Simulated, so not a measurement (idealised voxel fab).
Herein follows the process module entitled voxel capacitor over wiring.
The cross-section shown here is cut; it is 245 nm wide and divided into square cells measuring 5 nm on a side.
Cross-section layout: square cells on a grid; listed as bands, top to bottom; a band spans one or more cell rows. The entry gives the band's vertical extent as a top height and a bottom height in nm, then its horizontal make-up as materials from left to right, each with a width in nm. "empty" stands for empty space; a single material marked "full width" fills the band edge to edge. Heights are measured from 0, the level below which the as-received wafer is all one material; the lowest band has no bottom and continues downward, written as in "z 0 and below". The width entry "30..40" should be interpreted row by row: the top row of cells in the band takes the first number, the bottom row takes the second number, and the change between adjacent rows is uniform throughout. No cell of the cross-section changed in a step that is given as "no modification". You'll see "Closed cavity list" listing empty spaces that have no way open to the top, as long as they're 8 cells or more; the notation is width x height at distance, where the distance is from the left edge, and all of it is in nm. Text after the settings on a step's line: the simulator's own remark on that step. If you see "overlay nm" on a step's line and that step has a mask, it's telling you how far right of where it was planned the mask ended up; a negative number means it went left instead.

-- Process steps - plan
step 1: RECEIVE (material Si)
step 2: CONFORMAL_DEP (material SiO2; thk nm 15)
step 3: DIRECTIONAL_DEP (material TiN; thk nm 5)
step 4: DIRECTIONAL_DEP (material Ru; thk nm 20)
step 5: PATTERN (tone cover; mask id METAL_1; material resist; width nm 25; pitch nm 75; thk nm 20; overlay nm 0)
step 6: DIRECTIONAL_ETCH (etch materials Ru; depth nm 20)
step 7: DIRECTIONAL_ETCH (etch materials TiN; depth nm 5)
step 8: STRIP (etch materials resist)
step 9: CONFORMAL_DEP (material SiCN; thk nm 5)
step 10: FILL_DEP (material SiO2; thk nm 10)
step 11: CMP (height nm 40)
step 12: CONFORMAL_DEP (material SiCN; thk nm 5)
step 13: DIRECTIONAL_DEP (material lowk; thk nm 20)
step 14: MASKED_ETCH (tone open; mask id PLUG_1; width nm 15; etch materials lowk; depth nm 20; overlay nm 0)
step 15: MASKED_ETCH (tone open; mask id PLUG_1; width nm 15; etch materials SiCN; depth nm 5; overlay nm 0)
step 16: EPI (material Ru; thk nm 10)
step 17: EPI (material Ru; thk nm 10)
step 18: EPI (material Ru; thk nm 5)
step 19: DIRECTIONAL_DEP (material TiN; thk nm 10)
step 20: DIRECTIONAL_DEP (material SiN; thk nm 5)
step 21: DIRECTIONAL_DEP (material TiN; thk nm 5)
step 22: MASKED_ETCH (tone cover; mask id UPPER_PLATE; width nm 55; etch materials TiN; depth nm 5; overlay nm 0)
step 23: MASKED_ETCH (tone cover; mask id UPPER_PLATE; width nm 55; etch materials SiN; depth nm 5; overlay nm 0)
step 24: MASKED_ETCH (tone cover; mask id LOWER_PLATE; width nm 65; etch materials TiN; depth nm 10; overlay nm 0)
step 25: FILL_DEP (material SiO2; thk nm 15)
step 26: CMP (height nm 95)
step 27: DIRECTIONAL_DEP (material aC; thk nm 10)
step 28: PATTERN (tone open; mask id PLUG_2; material resist; width nm 15; thk nm 25; overlay nm 0)
step 29: DIRECTIONAL_ETCH (etch materials aC; depth nm 10)
step 30: STRIP (etch materials resist)
step 31: DIRECTIONAL_ETCH (etch materials SiO2; depth nm 5)
step 32: STRIP (etch materials aC)
step 33: CONFORMAL_DEP (material TiN; thk nm 5)
step 34: FILL_DEP (material Cu; thk nm 10)
step 35: CMP (height nm 95)
step 36: CONFORMAL_DEP (material SiN; thk nm 5)
The depth nm used in step 31 is not the same on every wafer, whereas the starting condition is; the value printed in the plan is the first wafer's.

-- Cross-section of the first of several wafers on receipt, reflecting completion of step 1
z 0 and below = Si full width
Closed cavity list: none

-- Where each wafer stands at the end of the module, a row apiece: cells of each material gained (+) or lost (-) since it was received, then closed voids
depth nm 5 | +55 Ru | +101 SiCN | +60 SiN | +530 SiO2 | +50 TiN | +184 lowk | Closed cavity list: none
depth nm 10 | +1 Cu | +55 Ru | +101 SiCN | +60 SiN | +527 SiO2 | +52 TiN | +184 lowk | Closed cavity list: none
depth nm 15 | +1 Cu | +55 Ru | +101 SiCN | +60 SiN | +527 SiO2 | +52 TiN | +184 lowk | Closed cavity list: none
depth nm 20 | +1 Cu | +55 Ru | +101 SiCN | +60 SiN | +527 SiO2 | +52 TiN | +184 lowk | Closed cavity list: none
depth nm 25 | +1 Cu | +55 Ru | +101 SiCN | +60 SiN | +527 SiO2 | +52 TiN | +184 lowk | Closed cavity list: none
